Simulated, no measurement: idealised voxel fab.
A process module follows: voxel plated lines.
We display cut, a cross-section 230 nm in width whose square cells are each 5 nm.
When this document writes out a cross-section, it uses a grid of square cells and lists it as bands, beginning at the top and moving down, with a band standing for one or more rows of cells. Band: top height; bottom height; in nm. Then, left to right: material with width in nm, for each material. "throughout": a single material spanning edge to edge. "blank": empty space. Where do heights start? At 0: under that level the wafer as delivered is made of one material only. And the lowest band has no floor; it just carries on downward, as in "top 0, no bottom". Width "30 to 40": first value at the band's top row of cells, second value at its bottom row, equal change from row to row. It should be understood that the words "no modification", when stated for a given step, signify that the cross-section underwent no change in any of its cells during that step. Each empty space that has no open way to the top and spans at least 8 cells appears under "Voids, enclosed" as width x height at distance, the distance counted from the left edge, all in nm. It should be noted that, on the line of a given step, the content following the step's settings is a remark produced by the simulator itself with respect to that step. For masked steps, "overlay nm" on the step line gives how far right of plan the mask actually lay; a minus sign means it lay to the left.

## Steps in the process plan
1) RECEIVE, material Si
2) CONFORMAL_DEP, material SiN, thk nm 5
3) DIRECTIONAL_DEP, material TiN, thk nm 5
4) PATTERN, tone open, mask id LINES, material resist, width nm 20, pitch nm 50, thk nm 25, overlay nm -15
5) EPI, material Ru, thk nm 10
6) EPI, material Ru, thk nm 5
7) STRIP, etch materials resist
8) DIRECTIONAL_ETCH, etch materials TiN, depth nm 5
9) CONFORMAL_DEP, material SiCN, thk nm 10
For this document, wafers share an identical start and vary in the step 4 overlay nm; the plan quotes the first wafer's value.

## Cut through the first of several wafers as received, post step 1
- top 0, no bottom = Si throughout
- Voids, enclosed: none

## Note: the following table is arranged by wafer, a row apiece. Each row reports the end-of-module state: per material, cells gained (+) or cells lost (-) compared with the wafer as received; closed voids follow
overlay nm -15 | +24 Ru | +124 SiCN | +46 SiN | +8 TiN | Voids, enclosed: none
overlay nm -10 | +24 Ru | +124 SiCN | +46 SiN | +8 TiN | Voids, enclosed: none
overlay nm -5 | +24 Ru | +124 SiCN | +46 SiN | +8 TiN | Voids, enclosed: none
overlay nm 0 | +24 Ru | +124 SiCN | +46 SiN | +8 TiN | Voids, enclosed: none
overlay nm 5 | +24 Ru | +124 SiCN | +46 SiN | +8 TiN | Voids, enclosed: none
overlay nm 10 | +24 Ru | +124 SiCN | +46 SiN | +8 TiN | Voids, enclosed: none
overlay nm 15 | +24 Ru | +124 SiCN | +46 SiN | +8 TiN | Voids, enclosed: none
